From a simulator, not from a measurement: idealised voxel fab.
A process module follows: voxel released beams.
The cross-section on display is named cut; it measures 165 nm wide, and its cells are 5 nm squares.
Cross-section spec: square-cell grid; bands listed top down; each band is one or more rows.
Quick guide to a band line: top height, bottom height (nm) up front; then every material left to right with its width in nm. Only one material and it's marked "full width"? Then it fills the band edge to edge. And "air" just means empty space.
Heights from 0 (as-received wafer is one material below). Bottom band endless downward, as "z 0 and below".
The width entry "30..40" should be interpreted row by row: the top row of cells in the band takes the first number, the bottom row takes the second number, and the change between adjacent rows is uniform throughout.
Any step labelled "remains unaltered" changed none of the cells in the cross-section.
So "Fully sealed cavities" is basically the list of trapped voids: any empty space of 8 cells or more that can't reach the top through an opening. They're written width x height at distance, the distance being from the left edge, and it's all nm.
Anything after a step's settings on that line? It's the simulator's own note about the step.
overlay nm: for a step with a mask, the amount by which the mask lay right of where it was planned; a negative amount means left of it.
So the way this works: pairs, before and after one process step. The after picture only goes down to the lowest band that actually changed, nothing below. Step and its settings are under each pair. And watch out, pairs might come from different runs of this module, same starting wafer though, so a pair only follows on from the one above if its "Pre-step geometry" entry tells you so.

Pre-step geometry
  z 0 and below = Si full width
  Fully sealed cavities: none

Step Outcome
  z 5 to 0 = Al2O3 full width
  Under 0: no change, same as before.
  Fully sealed cavities: none
It is this step that lies between the two cross-sections above: CONFORMAL_DEP | material Al2O3 | thk nm 5

Pre-step geometry: refer to the pair immediately above; the cross-section shown after its step is the state before this one.

Step Outcome
  z 25 to 5 = SiO2 full width
  Under 5: no change, same as before.
  Fully sealed cavities: none
It is this step that lies between the two cross-sections above: DIRECTIONAL_DEP | material SiO2 | thk nm 20

Pre-step geometry: refer to the pair immediately above; the cross-section shown after its step is the state before this one.

Step Outcome
  z 40 to 25 = resist: 25 | air: 35 | resist: 105
  Under 25: no change, same as before.
  Fully sealed cavities: none
It is this step that lies between the two cross-sections above: PATTERN | tone open | mask id ANCHOR | material resist | width nm 35 | thk nm 15 | overlay nm 0

Pre-step geometry: refer to the pair immediately above; the cross-section shown after its step is the state before this one.

Step Outcome
  z 40 to 25 = resist: 25 | air: 35 | resist: 105
  z 25 to 5 = SiO2: 25 | air: 35 | SiO2: 105
  Under 5: no change, same as before.
  Fully sealed cavities: none
It is this step that lies between the two cross-sections above: DIRECTIONAL_ETCH | etch materials SiO2 | depth nm 20

Pre-step geometry: refer to the pair immediately above; the cross-section shown after its step is the state before this one.

Step Outcome
  z 25 to 5 = SiO2: 25 | air: 35 | SiO2: 105
  Under 5: no change, same as before.
  Fully sealed cavities: none
It is this step that lies between the two cross-sections above: STRIP | etch materials resist

Pre-step geometry: refer to the pair immediately above; the cross-section shown after its step is the state before this one.

Step Outcome
  z 35 to 25 = W: 35 | air: 15 | W: 115
  z 25 to 15 = SiO2: 25 | W: 10 | air: 15 | W: 10 | SiO2: 105
  z 15 to 5 = SiO2: 25 | W: 35 | SiO2: 105
  Under 5: no change, same as before.
  Fully sealed cavities: none
It is this step that lies between the two cross-sections above: CONFORMAL_DEP | material W | thk nm 10

Pre-step geometry: refer to the pair immediately above; the cross-section shown after its step is the state before this one.

Step Outcome
  z 45 to 35 = aC: 35 | air: 15 | aC: 115
  z 35 to 25 = W: 35 | air: 15 | W: 115
  z 25 to 15 = SiO2: 25 | W: 10 | aC: 15 | W: 10 | SiO2: 105
  Under 15: no change, same as before.
  Fully sealed cavities: none
It is this step that lies between the two cross-sections above: DIRECTIONAL_DEP | material aC | thk nm 10

Pre-step geometry: refer to the pair immediately above; the cross-section shown after its step is the state before this one.

Step Outcome
  z 75 to 45 = air: 20 | resist: 120 | air: 25
  z 45 to 35 = aC: 35 | resist: 15 | aC: 115
  z 35 to 25 = W: 35 | resist: 15 | W: 115
  Under 25: no change, same as before.
  Fully sealed cavities: none
It is this step that lies between the two cross-sections above: PATTERN | tone cover | mask id BEAM | material resist | width nm 120 | thk nm 30 | overlay nm 0

Pre-step geometry: refer to the pair immediately above; the cross-section shown after its step is the state before this one.

Step Outcome
  z 65 to 45 = air: 20 | resist: 120 | air: 25
  z 45 to 35 = air: 20 | aC: 15 | resist: 15 | aC: 90 | air: 25
  Under 35: no change, same as before.
  Fully sealed cavities: none
It is this step that lies between the two cross-sections above: DIRECTIONAL_ETCH | etch materials aC | depth nm 10

Pre-step geometry: refer to the pair immediately above; the cross-section shown after its step is the state before this one.

Step Outcome
  z 45 to 35 = air: 20 | aC: 15 | air: 15 | aC: 90 | air: 25
  z 35 to 25 = W: 35 | air: 15 | W: 115
  Under 25: no change, same as before.
  Fully sealed cavities: none
It is this step that lies between the two cross-sections above: STRIP | etch materials resist

Pre-step geometry: refer to the pair immediately above; the cross-section shown after its step is the state before this one.

Step Outcome
  z 45 to 35 = air: 20 | aC: 15 | air: 15 | aC: 90 | air: 25
  z 35 to 25 = air: 20 | W: 15 | air: 15 | W: 90 | air: 25
  Under 25: no change, same as before.
  Fully sealed cavities: none
It is this step that lies between the two cross-sections above: DIRECTIONAL_ETCH | etch materials W | depth nm 10

Pre-step geometry: refer to the pair immediately above; the cross-section shown after its step is the state before this one.

Step Outcome
  z 35 to 25 = air: 20 | W: 15 | air: 15 | W: 90 | air: 25
  z 25 to 15 = SiO2: 25 | W: 10 | air: 15 | W: 10 | SiO2: 105
  Under 15: no change, same as before.
  Fully sealed cavities: none
It is this step that lies between the two cross-sections above: STRIP | etch materials aC

Pre-step geometry: refer to the pair immediately above; the cross-section shown after its step is the state before this one.

Step Outcome
  z 35 to 25 = air: 20 | W: 15 | air: 15 | W: 90 | air: 25
  z 25 to 15 = air: 25 | W: 10 | air: 15 | W: 10 | air: 105
  z 15 to 5 = air: 25 | W: 35 | air: 105
  Under 5: no change, same as before.
  Fully sealed cavities: none
It is this step that lies between the two cross-sections above: STRIP | etch materials SiO2

Pre-step geometry
  z 0 and below = Si full width
  Fully sealed cavities: none

Step Outcome
  z 20 to 0 = SiO2 full width
  Under 0: no change, same as before.
  Fully sealed cavities: none
It is this step that lies between the two cross-sections above: DIRECTIONAL_DEP | material SiO2 | thk nm 20

Pre-step geometry: refer to the pair immediately above; the cross-section shown after its step is the state before this one.

Step Outcome
  z 35 to 20 = resist: 25 | air: 35 | resist: 105
  Under 20: no change, same as before.
  Fully sealed cavities: none
It is this step that lies between the two cross-sections above: PATTERN | tone open | mask id ANCHOR | material resist | width nm 35 | thk nm 15 | overlay nm 0

Pre-step geometry: refer to the pair immediately above; the cross-section shown after its step is the state before this one.

Step Outcome
  z 35 to 20 = resist: 25 | air: 35 | resist: 105
  z 20 to 0 = SiO2: 25 | air: 35 | SiO2: 105
  Under 0: no change, same as before.
  Fully sealed cavities: none
It is this step that lies between the two cross-sections above: DIRECTIONAL_ETCH | etch materials SiO2 | depth nm 20

Pre-step geometry: refer to the pair immediately above; the cross-section shown after its step is the state before this one.

Step Outcome
  z 20 to 0 = SiO2: 25 | air: 35 | SiO2: 105
  Under 0: no change, same as before.
  Fully sealed cavities: none
It is this step that lies between the two cross-sections above: STRIP | etch materials resist

Pre-step geometry: refer to the pair immediately above; the cross-section shown after its step is the state before this one.

Step Outcome
  z 30 to 20 = W: 35 | air: 15 | W: 115
  z 20 to 10 = SiO2: 25 | W: 10 | air: 15 | W: 10 | SiO2: 105
  z 10 to 0 = SiO2: 25 | W: 35 | SiO2: 105
  Under 0: no change, same as before.
  Fully sealed cavities: none
It is this step that lies between the two cross-sections above: CONFORMAL_DEP | material W | thk nm 10

Pre-step geometry: refer to the pair immediately above; the cross-section shown after its step is the state before this one.

Step Outcome
  z 40 to 30 = aC: 35 | air: 15 | aC: 115
  z 30 to 20 = W: 35 | air: 15 | W: 115
  z 20 to 10 = SiO2: 25 | W: 10 | aC: 15 | W: 10 | SiO2: 105
  Under 10: no change, same as before.
  Fully sealed cavities: none
It is this step that lies between the two cross-sections above: DIRECTIONAL_DEP | material aC | thk nm 10

Pre-step geometry: refer to the pair immediately above; the cross-section shown after its step is the state before this one.

Step Outcome
  z 70 to 40 = air: 20 | resist: 120 | air: 25
  z 40 to 30 = aC: 35 | resist: 15 | aC: 115
  z 30 to 20 = W: 35 | resist: 15 | W: 115
  Under 20: no change, same as before.
  Fully sealed cavities: none
It is this step that lies between the two cross-sections above: PATTERN | tone cover | mask id BEAM | material resist | width nm 120 | thk nm 30 | overlay nm 0

Pre-step geometry: refer to the pair immediately above; the cross-section shown after its step is the state before this one.

Step Outcome
  z 60 to 40 = air: 20 | resist: 120 | air: 25
  z 40 to 30 = air: 20 | aC: 15 | resist: 15 | aC: 90 | air: 25
  Under 30: no change, same as before.
  Fully sealed cavities: none
It is this step that lies between the two cross-sections above: DIRECTIONAL_ETCH | etch materials aC | depth nm 10

Pre-step geometry: refer to the pair immediately above; the cross-section shown after its step is the state before this one.

Step Outcome
  z 40 to 30 = air: 20 | aC: 15 | air: 15 | aC: 90 | air: 25
  z 30 to 20 = W: 35 | air: 15 | W: 115
  Under 20: no change, same as before.
  Fully sealed cavities: none
It is this step that lies between the two cross-sections above: STRIP | etch materials resist

Pre-step geometry: refer to the pair immediately above; the cross-section shown after its step is the state before this one.

Step Outcome
  z 40 to 30 = air: 20 | aC: 15 | air: 15 | aC: 90 | air: 25
  z 30 to 20 = air: 20 | W: 15 | air: 15 | W: 90 | air: 25
  Under 20: no change, same as before.
  Fully sealed cavities: none
It is this step that lies between the two cross-sections above: DIRECTIONAL_ETCH | etch materials W | depth nm 10

Pre-step geometry: refer to the pair immediately above; the cross-section shown after its step is the state before this one.

Step Outcome
  z 30 to 20 = air: 20 | W: 15 | air: 15 | W: 90 | air: 25
  z 20 to 10 = SiO2: 25 | W: 10 | air: 15 | W: 10 | SiO2: 105
  Under 10: no change, same as before.
  Fully sealed cavities: none
It is this step that lies between the two cross-sections above: STRIP | etch materials aC

Pre-step geometry: refer to the pair immediately above; the cross-section shown after its step is the state before this one.

Step Outcome
  z 30 to 20 = air: 20 | W: 15 | air: 15 | W: 90 | air: 25
  z 20 to 10 = air: 25 | W: 10 | air: 15 | W: 10 | air: 105
  z 10 to 0 = air: 25 | W: 35 | air: 105
  Under 0: no change, same as before.
  Fully sealed cavities: none
It is this step that lies between the two cross-sections above: STRIP | etch materials SiO2

Pre-step geometry
  z 20 to 0 = SiO2 full width
  z 0 and below = Si full width
  Fully sealed cavities: none

Step Outcome
  z 25 to 20 = Al2O3 full width
  Under 20: no change, same as before.
  Fully sealed cavities: none
It is this step that lies between the two cross-sections above: CONFORMAL_DEP | material Al2O3 | thk nm 5

Pre-step geometry: refer to the pair immediately above; the cross-section shown after its step is the state before this one.

Step Outcome
  z 40 to 25 = resist: 25 | air: 35 | resist: 105
  Under 25: no change, same as before.
  Fully sealed cavities: none
It is this step that lies between the two cross-sections above: PATTERN | tone open | mask id ANCHOR | material resist | width nm 35 | thk nm 15 | overlay nm 0

Pre-step geometry: refer to the pair immediately above; the cross-section shown after its step is the state before this one.

Step Outcome
  z 25 to 20 = Al2O3 full width
  Under 20: no change, same as before.
  Fully sealed cavities: none
It is this step that lies between the two cross-sections above: STRIP | etch materials resist

Pre-step geometry: refer to the pair immediately above; the cross-section shown after its step is the state before this one.

Step Outcome
  z 35 to 25 = W full width
  Under 25: no change, same as before.
  Fully sealed cavities: none
It is this step that lies between the two cross-sections above: CONFORMAL_DEP | material W | thk nm 10

Pre-step geometry: refer to the pair immediately above; the cross-section shown after its step is the state before this one.

Step Outcome
  z 45 to 35 = aC full width
  Under 35: no change, same as before.
  Fully sealed cavities: none
It is this step that lies between the two cross-sections above: DIRECTIONAL_DEP | material aC | thk nm 10

Pre-step geometry: refer to the pair immediately above; the cross-section shown after its step is the state before this one.

Step Outcome
  z 75 to 45 = air: 20 | resist: 120 | air: 25
  Under 45: no change, same as before.
  Fully sealed cavities: none
It is this step that lies between the two cross-sections above: PATTERN | tone cover | mask id BEAM | material resist | width nm 120 | thk nm 30 | overlay nm 0

Pre-step geometry: refer to the pair immediately above; the cross-section shown after its step is the state before this one.

Step Outcome
  z 65 to 45 = air: 20 | resist: 120 | air: 25
  z 45 to 35 = air: 20 | aC: 120 | air: 25
  Under 35: no change, same as before.
  Fully sealed cavities: none
It is this step that lies between the two cross-sections above: DIRECTIONAL_ETCH | etch materials aC | depth nm 10

Pre-step geometry: refer to the pair immediately above; the cross-section shown after its step is the state before this one.

Step Outcome
  z 45 to 35 = air: 20 | aC: 120 | air: 25
  Under 35: no change, same as before.
  Fully sealed cavities: none
It is this step that lies between the two cross-sections above: STRIP | etch materials resist

Pre-step geometry: refer to the pair immediately above; the cross-section shown after its step is the state before this one.

Step Outcome
  z 45 to 35 = air: 20 | aC: 120 | air: 25
  z 35 to 25 = air: 20 | W: 120 | air: 25
  Under 25: no change, same as before.
  Fully sealed cavities: none
It is this step that lies between the two cross-sections above: DIRECTIONAL_ETCH | etch materials W | depth nm 10

Pre-step geometry: refer to the pair immediately above; the cross-section shown after its step is the state before this one.

Step Outcome
  z 35 to 25 = air: 20 | W: 120 | air: 25
  Under 25: no change, same as before.
  Fully sealed cavities: none
It is this step that lies between the two cross-sections above: STRIP | etch materials aC

Pre-step geometry
  z 5 to 0 = Al2O3 full width
  z 0 and below = Si full width
  Fully sealed cavities: none

Step Outcome
  z 20 to 5 = SiO2 full width
  Under 5: no change, same as before.
  Fully sealed cavities: none
It is this step that lies between the two cross-sections above: DIRECTIONAL_DEP | material SiO2 | thk nm 15

Pre-step geometry: refer to the pair immediately above; the cross-section shown after its step is the state before this one.

Step Outcome
  z 35 to 20 = resist: 25 | air: 35 | resist: 105
  Under 20: no change, same as before.
  Fully sealed cavities: none
It is this step that lies between the two cross-sections above: PATTERN | tone open | mask id ANCHOR | material resist | width nm 35 | thk nm 15 | overlay nm 0

Pre-step geometry: refer to the pair immediately above; the cross-section shown after its step is the state before this one.

Step Outcome
  z 35 to 20 = resist: 25 | air: 35 | resist: 105
  z 20 to 5 = SiO2: 25 | air: 35 | SiO2: 105
  Under 5: no change, same as before.
  Fully sealed cavities: none
It is this step that lies between the two cross-sections above: DIRECTIONAL_ETCH | etch materials SiO2 | depth nm 20

Pre-step geometry: refer to the pair immediately above; the cross-section shown after its step is the state before this one.

Step Outcome
  z 20 to 5 = SiO2: 25 | air: 35 | SiO2: 105
  Under 5: no change, same as before.
  Fully sealed cavities: none
It is this step that lies between the two cross-sections above: STRIP | etch materials resist

Pre-step geometry: refer to the pair immediately above; the cross-section shown after its step is the state before this one.

Step Outcome
  z 30 to 20 = W: 35 | air: 15 | W: 115
  z 20 to 15 = SiO2: 25 | W: 10 | air: 15 | W: 10 | SiO2: 105
  z 15 to 5 = SiO2: 25 | W: 35 | SiO2: 105
  Under 5: no change, same as before.
  Fully sealed cavities: none
It is this step that lies between the two cross-sections above: CONFORMAL_DEP | material W | thk nm 10

Pre-step geometry: refer to the pair immediately above; the cross-section shown after its step is the state before this one.

Step Outcome
  z 40 to 30 = aC: 35 | air: 15 | aC: 115
  z 30 to 25 = W: 35 | air: 15 | W: 115
  z 25 to 20 = W: 35 | aC: 15 | W: 115
  z 20 to 15 = SiO2: 25 | W: 10 | aC: 15 | W: 10 | SiO2: 105
  Under 15: no change, same as before.
  Fully sealed cavities: none
It is this step that lies between the two cross-sections above: DIRECTIONAL_DEP | material aC | thk nm 10

Pre-step geometry: refer to the pair immediately above; the cross-section shown after its step is the state before this one.

Step Outcome
  z 70 to 40 = air: 20 | resist: 120 | air: 25
  z 40 to 30 = aC: 35 | resist: 15 | aC: 115
  z 30 to 25 = W: 35 | resist: 15 | W: 115
  Under 25: no change, same as before.
  Fully sealed cavities: none
It is this step that lies between the two cross-sections above: PATTERN | tone cover | mask id BEAM | material resist | width nm 120 | thk nm 30 | overlay nm 0

Pre-step geometry: refer to the pair immediately above; the cross-section shown after its step is the state before this one.

Step Outcome
  z 60 to 40 = air: 20 | resist: 120 | air: 25
  z 40 to 30 = air: 20 | aC: 15 | resist: 15 | aC: 90 | air: 25
  Under 30: no change, same as before.
  Fully sealed cavities: none
It is this step that lies between the two cross-sections above: DIRECTIONAL_ETCH | etch materials aC | depth nm 10

Pre-step geometry: refer to the pair immediately above; the cross-section shown after its step is the state before this one.

Step Outcome
  z 40 to 30 = air: 20 | aC: 15 | air: 15 | aC: 90 | air: 25
  z 30 to 25 = W: 35 | air: 15 | W: 115
  Under 25: no change, same as before.
  Fully sealed cavities: none
It is this step that lies between the two cross-sections above: STRIP | etch materials resist

Pre-step geometry: refer to the pair immediately above; the cross-section shown after its step is the state before this one.

Step Outcome
  z 40 to 30 = air: 20 | aC: 15 | air: 15 | aC: 90 | air: 25
  z 30 to 25 = air: 20 | W: 15 | air: 15 | W: 90 | air: 25
  z 25 to 20 = air: 20 | W: 15 | aC: 15 | W: 90 | air: 25
  Under 20: no change, same as before.
  Fully sealed cavities: none
It is this step that lies between the two cross-sections above: DIRECTIONAL_ETCH | etch materials W | depth nm 10

Pre-step geometry: refer to the pair immediately above; the cross-section shown after its step is the state before this one.

Step Outcome
  z 30 to 20 = air: 20 | W: 15 | air: 15 | W: 90 | air: 25
  z 20 to 15 = SiO2: 25 | W: 10 | air: 15 | W: 10 | SiO2: 105
  Under 15: no change, same as before.
  Fully sealed cavities: none
It is this step that lies between the two cross-sections above: STRIP | etch materials aC

Pre-step geometry: refer to the pair immediately above; the cross-section shown after its step is the state before this one.

Step Outcome
  z 30 to 20 = air: 20 | W: 15 | air: 15 | W: 90 | air: 25
  z 20 to 15 = air: 25 | W: 10 | air: 15 | W: 10 | air: 105
  z 15 to 5 = air: 25 | W: 35 | air: 105
  Under 5: no change, same as before.
  Fully sealed cavities: none
It is this step that lies between the two cross-sections above: STRIP | etch materials SiO2

Pre-step geometry
  z 25 to 5 = SiO2 full width
  z 5 to 0 = Al2O3 full width
  z 0 and below = Si full width
  Fully sealed cavities: none

Step Outcome
  z 40 to 25 = resist: 20 | air: 45 | resist: 100
  Under 25: no change, same as before.
  Fully sealed cavities: none
It is this step that lies between the two cross-sections above: PATTERN | tone open | mask id ANCHOR | material resist | width nm 45 | thk nm 15 | overlay nm 0

Pre-step geometry: refer to the pair immediately above; the cross-section shown after its step is the state before this one.

Step Outcome
  z 40 to 25 = resist: 20 | air: 45 | resist: 100
  z 25 to 5 = SiO2: 20 | air: 45 | SiO2: 100
  Under 5: no change, same as before.
  Fully sealed cavities: none
It is this step that lies between the two cross-sections above: DIRECTIONAL_ETCH | etch materials SiO2 | depth nm 20

Pre-step geometry: refer to the pair immediately above; the cross-section shown after its step is the state before this one.

Step Outcome
  z 25 to 5 = SiO2: 20 | air: 45 | SiO2: 100
  Under 5: no change, same as before.
  Fully sealed cavities: none
It is this step that lies between the two cross-sections above: STRIP | etch materials resist

Pre-step geometry: refer to the pair immediately above; the cross-section shown after its step is the state before this one.

Step Outcome
  z 35 to 25 = W: 30 | air: 25 | W: 110
  z 25 to 15 = SiO2: 20 | W: 10 | air: 25 | W: 10 | SiO2: 100
  z 15 to 5 = SiO2: 20 | W: 45 | SiO2: 100
  Under 5: no change, same as before.
  Fully sealed cavities: none
It is this step that lies between the two cross-sections above: CONFORMAL_DEP | material W | thk nm 10

Pre-step geometry: refer to the pair immediately above; the cross-section shown after its step is the state before this one.

Step Outcome
  z 45 to 35 = aC: 30 | air: 25 | aC: 110
  z 35 to 25 = W: 30 | air: 25 | W: 110
  z 25 to 15 = SiO2: 20 | W: 10 | aC: 25 | W: 10 | SiO2: 100
  Under 15: no change, same as before.
  Fully sealed cavities: none
It is this step that lies between the two cross-sections above: DIRECTIONAL_DEP | material aC | thk nm 10

Pre-step geometry: refer to the pair immediately above; the cross-section shown after its step is the state before this one.

Step Outcome
  z 75 to 45 = air: 20 | resist: 120 | air: 25
  z 45 to 35 = aC: 30 | resist: 25 | aC: 110
  z 35 to 25 = W: 30 | resist: 25 | W: 110
  Under 25: no change, same as before.
  Fully sealed cavities: none
It is this step that lies between the two cross-sections above: PATTERN | tone cover | mask id BEAM | material resist | width nm 120 | thk nm 30 | overlay nm 0

Pre-step geometry: refer to the pair immediately above; the cross-section shown after its step is the state before this one.

Step Outcome
  z 65 to 45 = air: 20 | resist: 120 | air: 25
  z 45 to 35 = air: 20 | aC: 10 | resist: 25 | aC: 85 | air: 25
  Under 35: no change, same as before.
  Fully sealed cavities: none
It is this step that lies between the two cross-sections above: DIRECTIONAL_ETCH | etch materials aC | depth nm 10

Pre-step geometry: refer to the pair immediately above; the cross-section shown after its step is the state before this one.

Step Outcome
  z 45 to 35 = air: 20 | aC: 10 | air: 25 | aC: 85 | air: 25
  z 35 to 25 = W: 30 | air: 25 | W: 110
  Under 25: no change, same as before.
  Fully sealed cavities: none
It is this step that lies between the two cross-sections above: STRIP | etch materials resist

Pre-step geometry: refer to the pair immediately above; the cross-section shown after its step is the state before this one.

Step Outcome
  z 45 to 35 = air: 20 | aC: 10 | air: 25 | aC: 85 | air: 25
  z 35 to 25 = air: 20 | W: 10 | air: 25 | W: 85 | air: 25
  Under 25: no change, same as before.
  Fully sealed cavities: none
It is this step that lies between the two cross-sections above: DIRECTIONAL_ETCH | etch materials W | depth nm 10

Pre-step geometry: refer to the pair immediately above; the cross-section shown after its step is the state before this one.

Step Outcome
  z 35 to 25 = air: 20 | W: 10 | air: 25 | W: 85 | air: 25
  z 25 to 15 = SiO2: 20 | W: 10 | air: 25 | W: 10 | SiO2: 100
  Under 15: no change, same as before.
  Fully sealed cavities: none
It is this step that lies between the two cross-sections above: STRIP | etch materials aC

Pre-step geometry: refer to the pair immediately above; the cross-section shown after its step is the state before this one.

Step Outcome
  z 35 to 25 = air: 20 | W: 10 | air: 25 | W: 85 | air: 25
  z 25 to 15 = air: 20 | W: 10 | air: 25 | W: 10 | air: 100
  z 15 to 5 = air: 20 | W: 45 | air: 100
  Under 5: no change, same as before.
  Fully sealed cavities: none
It is this step that lies between the two cross-sections above: STRIP | etch materials SiO2

Pre-step geometry
  z 25 to 5 = SiO2 full width
  z 5 to 0 = Al2O3 full width
  z 0 and below = Si full width
  Fully sealed cavities: none

Step Outcome
  z 40 to 25 = resist: 15 | air: 35 | resist: 115
  Under 25: no change, same as before.
  Fully sealed cavities: none
It is this step that lies between the two cross-sections above: PATTERN | tone open | mask id ANCHOR | material resist | width nm 35 | thk nm 15 | overlay nm -10

Pre-step geometry: refer to the pair immediately above; the cross-section shown after its step is the state before this one.

Step Outcome
  z 40 to 25 = resist: 15 | air: 35 | resist: 115
  z 25 to 5 = SiO2: 15 | air: 35 | SiO2: 115
  Under 5: no change, same as before.
  Fully sealed cavities: none
It is this step that lies between the two cross-sections above: DIRECTIONAL_ETCH | etch materials SiO2 | depth nm 20

Pre-step geometry: refer to the pair immediately above; the cross-section shown after its step is the state before this one.

Step Outcome
  z 25 to 5 = SiO2: 15 | air: 35 | SiO2: 115
  Under 5: no change, same as before.
  Fully sealed cavities: none
It is this step that lies between the two cross-sections above: STRIP | etch materials resist

Pre-step geometry: refer to the pair immediately above; the cross-section shown after its step is the state before this one.

Step Outcome
  z 35 to 25 = W: 25 | air: 15 | W: 125
  z 25 to 15 = SiO2: 15 | W: 10 | air: 15 | W: 10 | SiO2: 115
  z 15 to 5 = SiO2: 15 | W: 35 | SiO2: 115
  Under 5: no change, same as before.
  Fully sealed cavities: none
It is this step that lies between the two cross-sections above: CONFORMAL_DEP | material W | thk nm 10

Pre-step geometry: refer to the pair immediately above; the cross-section shown after its step is the state before this one.

Step Outcome
  z 45 to 35 = aC: 25 | air: 15 | aC: 125
  z 35 to 25 = W: 25 | air: 15 | W: 125
  z 25 to 15 = SiO2: 15 | W: 10 | aC: 15 | W: 10 | SiO2: 115
  Under 15: no change, same as before.
  Fully sealed cavities: none
It is this step that lies between the two cross-sections above: DIRECTIONAL_DEP | material aC | thk nm 10

Pre-step geometry: refer to the pair immediately above; the cross-section shown after its step is the state before this one.

Step Outcome
  z 75 to 45 = air: 20 | resist: 120 | air: 25
  z 45 to 35 = aC: 25 | resist: 15 | aC: 125
  z 35 to 25 = W: 25 | resist: 15 | W: 125
  Under 25: no change, same as before.
  Fully sealed cavities: none
It is this step that lies between the two cross-sections above: PATTERN | tone cover | mask id BEAM | material resist | width nm 120 | thk nm 30 | overlay nm 0

Pre-step geometry: refer to the pair immediately above; the cross-section shown after its step is the state before this one.

Step Outcome
  z 65 to 45 = air: 20 | resist: 120 | air: 25
  z 45 to 35 = air: 20 | aC: 5 | resist: 15 | aC: 100 | air: 25
  Under 35: no change, same as before.
  Fully sealed cavities: none
It is this step that lies between the two cross-sections above: DIRECTIONAL_ETCH | etch materials aC | depth nm 10

Pre-step geometry: refer to the pair immediately above; the cross-section shown after its step is the state before this one.

Step Outcome
  z 45 to 35 = air: 20 | aC: 5 | air: 15 | aC: 100 | air: 25
  z 35 to 25 = W: 25 | air: 15 | W: 125
  Under 25: no change, same as before.
  Fully sealed cavities: none
It is this step that lies between the two cross-sections above: STRIP | etch materials resist

Pre-step geometry: refer to the pair immediately above; the cross-section shown after its step is the state before this one.

Step Outcome
  z 45 to 35 = air: 20 | aC: 5 | air: 15 | aC: 100 | air: 25
  z 35 to 25 = air: 20 | W: 5 | air: 15 | W: 100 | air: 25
  Under 25: no change, same as before.
  Fully sealed cavities: none
It is this step that lies between the two cross-sections above: DIRECTIONAL_ETCH | etch materials W | depth nm 10

Pre-step geometry: refer to the pair immediately above; the cross-section shown after its step is the state before this one.

Step Outcome
  z 35 to 25 = air: 20 | W: 5 | air: 15 | W: 100 | air: 25
  z 25 to 15 = SiO2: 15 | W: 10 | air: 15 | W: 10 | SiO2: 115
  Under 15: no change, same as before.
  Fully sealed cavities: none
It is this step that lies between the two cross-sections above: STRIP | etch materials aC

Pre-step geometry: refer to the pair immediately above; the cross-section shown after its step is the state before this one.

Step Outcome
  z 35 to 25 = air: 20 | W: 5 | air: 15 | W: 100 | air: 25
  z 25 to 15 = air: 15 | W: 10 | air: 15 | W: 10 | air: 115
  z 15 to 5 = air: 15 | W: 35 | air: 115
  Under 5: no change, same as before.
  Fully sealed cavities: none
It is this step that lies between the two cross-sections above: STRIP | etch materials SiO2

Pre-step geometry
  z 35 to 25 = W: 35 | air: 15 | W: 115
  z 25 to 15 = SiO2: 25 | W: 10 | air: 15 | W: 10 | SiO2: 105
  z 15 to 5 = SiO2: 25 | W: 35 | SiO2: 105
  z 5 to 0 = Al2O3 full width
  z 0 and below = Si full width
  Fully sealed cavities: none

Step Outcome
  z 45 to 35 = Al2O3: 35 | air: 15 | Al2O3: 115
  z 35 to 25 = W: 35 | air: 15 | W: 115
  z 25 to 15 = SiO2: 25 | W: 10 | Al2O3: 15 | W: 10 | SiO2: 105
  Under 15: no change, same as before.
  Fully sealed cavities: none
It is this step that lies between the two cross-sections above: DIRECTIONAL_DEP | material Al2O3 | thk nm 10

Pre-step geometry: refer to the pair immediately above; the cross-section shown after its step is the state before this one.

Step Outcome
  z 75 to 45 = air: 20 | resist: 120 | air: 25
  z 45 to 35 = Al2O3: 35 | resist: 15 | Al2O3: 115
  z 35 to 25 = W: 35 | resist: 15 | W: 115
  Under 25: no change, same as before.
  Fully sealed cavities: none
It is this step that lies between the two cross-sections above: PATTERN | tone cover | mask id BEAM | material resist | width nm 120 | thk nm 30 | overlay nm 0

Pre-step geometry: refer to the pair immediately above; the cross-section shown after its step is the state before this one.

Step Outcome
  z 65 to 45 = air: 20 | resist: 120 | air: 25
  Under 45: no change, same as before.
  Fully sealed cavities: none
It is this step that lies between the two cross-sections above: DIRECTIONAL_ETCH | etch materials aC | depth nm 10

Pre-step geometry: refer to the pair immediately above; the cross-section shown after its step is the state before this one.

Step Outcome
  z 45 to 35 = Al2O3: 35 | air: 15 | Al2O3: 115
  z 35 to 25 = W: 35 | air: 15 | W: 115
  Under 25: no change, same as before.
  Fully sealed cavities: none
It is this step that lies between the two cross-sections above: STRIP | etch materials resist

Pre-step geometry
  z 25 to 5 = SiO2 full width
  z 5 to 0 = Al2O3 full width
  z 0 and below = Si full width
  Fully sealed cavities: none

Step Outcome
  z 40 to 25 = air: 25 | resist: 35 | air: 105
  Under 25: no change, same as before.
  Fully sealed cavities: none
It is this step that lies between the two cross-sections above: PATTERN | tone cover | mask id ANCHOR | material resist | width nm 35 | thk nm 15 | overlay nm 0

Pre-step geometry: refer to the pair immediately above; the cross-section shown after its step is the state before this one.

Step Outcome
  z 40 to 25 = air: 25 | resist: 35 | air: 105
  z 25 to 5 = air: 25 | SiO2: 35 | air: 105
  Under 5: no change, same as before.
  Fully sealed cavities: none
It is this step that lies between the two cross-sections above: DIRECTIONAL_ETCH | etch materials SiO2 | depth nm 20

Pre-step geometry: refer to the pair immediately above; the cross-section shown after its step is the state before this one.

Step Outcome
  z 25 to 5 = air: 25 | SiO2: 35 | air: 105
  Under 5: no change, same as before.
  Fully sealed cavities: none
It is this step that lies between the two cross-sections above: STRIP | etch materials resist

Pre-step geometry: refer to the pair immediately above; the cross-section shown after its step is the state before this one.

Step Outcome
  z 35 to 25 = air: 15 | W: 55 | air: 95
  z 25 to 15 = air: 15 | W: 10 | SiO2: 35 | W: 10 | air: 95
  z 15 to 5 = W: 25 | SiO2: 35 | W: 105
  Under 5: no change, same as before.
  Fully sealed cavities: none
It is this step that lies between the two cross-sections above: CONFORMAL_DEP | material W | thk nm 10

Pre-step geometry: refer to the pair immediately above; the cross-section shown after its step is the state before this one.

Step Outcome
  z 45 to 35 = air: 15 | aC: 55 | air: 95
  z 35 to 25 = air: 15 | W: 55 | air: 95
  z 25 to 15 = aC: 15 | W: 10 | SiO2: 35 | W: 10 | aC: 95
  Under 15: no change, same as before.
  Fully sealed cavities: none
It is this step that lies between the two cross-sections above: DIRECTIONAL_DEP | material aC | thk nm 10

Pre-step geometry: refer to the pair immediately above; the cross-section shown after its step is the state before this one.

Step Outcome
  z 75 to 45 = air: 20 | resist: 120 | air: 25
  z 45 to 35 = air: 15 | aC: 55 | resist: 70 | air: 25
  z 35 to 25 = air: 15 | W: 55 | resist: 70 | air: 25
  Under 25: no change, same as before.
  Fully sealed cavities: none
It is this step that lies between the two cross-sections above: PATTERN | tone cover | mask id BEAM | material resist | width nm 120 | thk nm 30 | overlay nm 0
